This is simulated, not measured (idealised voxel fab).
process module | voxel self aligned contacts
cross-section cut | 270 nm wide | cells 5 nm
A cross-section is a grid of square cells, given in bands from the top down. A band is one or more rows of cells.
Each band's line starts with the height of the band's top and of its bottom, in nm. Then come its materials from left to right, each with its width in nm. One material with "throughout" fills the band from edge to edge. "air" is empty space.
Height 0 is the level under which the wafer as received is all one material. The lowest band goes on downwards, as in "0 down".
A width such as "30 to 40" changes by the same amount from each row of cells to the next, from the band's top row to its bottom row.
"no change" after a step means that no cell of the cross-section changed.
closed voids: empty space of 8 cells or more with no open way to the top, each as width x height at its distance from the left edge, in nm
after a step's settings: what the simulator itself notes on the step
overlay nm, on a step with a mask: how far to the right of its planned place the mask lay; to the left if negative
plan
1 op RECEIVE | material Si
2 op OXIDIZE | depth nm 5
3 op DIRECTIONAL_DEP | material polySi | thk nm 25
4 op DIRECTIONAL_DEP | material SiN | thk nm 25
5 op DIRECTIONAL_DEP | material aC | thk nm 15
6 op PATTERN | tone cover | mask id GATE | material resist | width nm 35 | pitch nm 80 | thk nm 30 | overlay nm 0
7 op DIRECTIONAL_ETCH | etch materials aC | depth nm 15
8 op STRIP | etch materials resist
9 op DIRECTIONAL_ETCH | etch materials SiN | depth nm 25
10 op DIRECTIONAL_ETCH | etch materials polySi | depth nm 25
11 op STRIP | etch materials aC
12 op CONFORMAL_DEP | material SiN | thk nm 10
13 op DIRECTIONAL_ETCH | etch materials SiN | depth nm 10
14 op FILL_DEP | material SiO2 | thk nm 15
15 op CMP | height nm 60
16 op DIRECTIONAL_DEP | material aC | thk nm 10
17 op PATTERN | tone open | mask id CONTACT | material resist | width nm 65 | thk nm 25 | overlay nm 0
18 op DIRECTIONAL_ETCH | etch materials aC | depth nm 10
19 op STRIP | etch materials resist
20 op DIRECTIONAL_ETCH | etch materials SiO2 | depth nm 65
21 op STRIP | etch materials aC
22 op CONFORMAL_DEP | material TiN | thk nm 5
23 op FILL_DEP | material Ru | thk nm 10
24 op CMP | height nm 60
25 op CONFORMAL_DEP | material SiN | thk nm 5
first wafer, as planned
as received, after step 1
  0 down: Si throughout
  closed voids: none
after step 2
  0 to -5: SiO2 throughout
  below -5: unchanged
after step 3
  25 to 0: polySi throughout
  below 0: unchanged
after step 4
  50 to 25: SiN throughout
  below 25: unchanged
after step 5
  65 to 50: aC throughout
  below 50: unchanged
after step 6
  95 to 65: air 75 | resist 35 | air 45 | resist 35 | air 80
  below 65: unchanged
after step 7
  80 to 65: air 75 | resist 35 | air 45 | resist 35 | air 80
  65 to 50: air 75 | aC 35 | air 45 | aC 35 | air 80
  below 50: unchanged
after step 8
  65 to 50: air 75 | aC 35 | air 45 | aC 35 | air 80
  below 50: unchanged
after step 9
  65 to 50: air 75 | aC 35 | air 45 | aC 35 | air 80
  50 to 25: air 75 | SiN 35 | air 45 | SiN 35 | air 80
  below 25: unchanged
after step 10
  65 to 50: air 75 | aC 35 | air 45 | aC 35 | air 80
  50 to 25: air 75 | SiN 35 | air 45 | SiN 35 | air 80
  25 to 0: air 75 | polySi 35 | air 45 | polySi 35 | air 80
  below 0: unchanged
after step 11
  50 to 25: air 75 | SiN 35 | air 45 | SiN 35 | air 80
  below 25: unchanged
after step 12
  60 to 25: air 65 | SiN 55 | air 25 | SiN 55 | air 70
  25 to 10: air 65 | SiN 10 | polySi 35 | SiN 10 | air 25 | SiN 10 | polySi 35 | SiN 10 | air 70
  10 to 0: SiN 75 | polySi 35 | SiN 45 | polySi 35 | SiN 80
  below 0: unchanged
after step 13
  50 to 25: air 65 | SiN 55 | air 25 | SiN 55 | air 70
  25 to 0: air 65 | SiN 10 | polySi 35 | SiN 10 | air 25 | SiN 10 | polySi 35 | SiN 10 | air 70
  below 0: unchanged
after step 14
  65 to 50: SiO2 throughout
  50 to 25: SiO2 65 | SiN 55 | SiO2 25 | SiN 55 | SiO2 70
  25 to 0: SiO2 65 | SiN 10 | polySi 35 | SiN 10 | SiO2 25 | SiN 10 | polySi 35 | SiN 10 | SiO2 70
  below 0: unchanged
after step 15
  60 to 50: SiO2 throughout
  below 50: unchanged
after step 16
  70 to 60: aC throughout
  below 60: unchanged
after step 17
  95 to 70: resist 100 | air 65 | resist 105
  below 70: unchanged
after step 18
  85 to 70: resist 100 | air 65 | resist 105
  70 to 60: aC 100 | air 65 | aC 105
  below 60: unchanged
after step 19
  70 to 60: aC 100 | air 65 | aC 105
  below 60: unchanged
after step 20
  70 to 60: aC 100 | air 65 | aC 105
  60 to 50: SiO2 100 | air 65 | SiO2 105
  50 to 25: SiO2 65 | SiN 55 | air 25 | SiN 55 | SiO2 70
  25 to 0: SiO2 65 | SiN 10 | polySi 35 | SiN 10 | air 25 | SiN 10 | polySi 35 | SiN 10 | SiO2 70
  0 to -5: SiO2 120 | air 25 | SiO2 125
  below -5: unchanged
after step 21
  60 to 50: SiO2 100 | air 65 | SiO2 105
  below 50: unchanged
after step 22
  65 to 60: TiN 105 | air 55 | TiN 110
  60 to 50: SiO2 100 | TiN 5 to 25 | air 55 to 15 | TiN 5 to 25 | SiO2 105
  50 to 25: SiO2 65 | SiN 55 | TiN 5 | air 15 | TiN 5 | SiN 55 | SiO2 70
  25 to 0: SiO2 65 | SiN 10 | polySi 35 | SiN 10 | TiN 5 | air 15 | TiN 5 | SiN 10 | polySi 35 | SiN 10 | SiO2 70
  0 to -5: SiO2 120 | TiN 25 | SiO2 125
  below -5: unchanged
after step 23
  75 to 65: Ru throughout
  65 to 60: TiN 105 | Ru 55 | TiN 110
  60 to 50: SiO2 100 | TiN 5 to 25 | Ru 55 to 15 | TiN 5 to 25 | SiO2 105
  50 to 25: SiO2 65 | SiN 55 | TiN 5 | Ru 15 | TiN 5 | SiN 55 | SiO2 70
  25 to 0: SiO2 65 | SiN 10 | polySi 35 | SiN 10 | TiN 5 | Ru 15 | TiN 5 | SiN 10 | polySi 35 | SiN 10 | SiO2 70
  below 0: unchanged
after step 24
  60 to 50: SiO2 100 | TiN 5 to 25 | Ru 55 to 15 | TiN 5 to 25 | SiO2 105
  below 50: unchanged
after step 25
  65 to 60: SiN throughout
  below 60: unchanged
second wafer: like start, like plan, one mistake. Through step 24 it matches the first wafer
when step 25 should have ended
  65 to 60: Ru throughout
  below 60: unchanged
what went wrong: step 25 ran as: op CONFORMAL_DEP | material Ru | thk nm 5
at the end the second wafer has, in cells: 54 more of Ru | 54 fewer of SiN
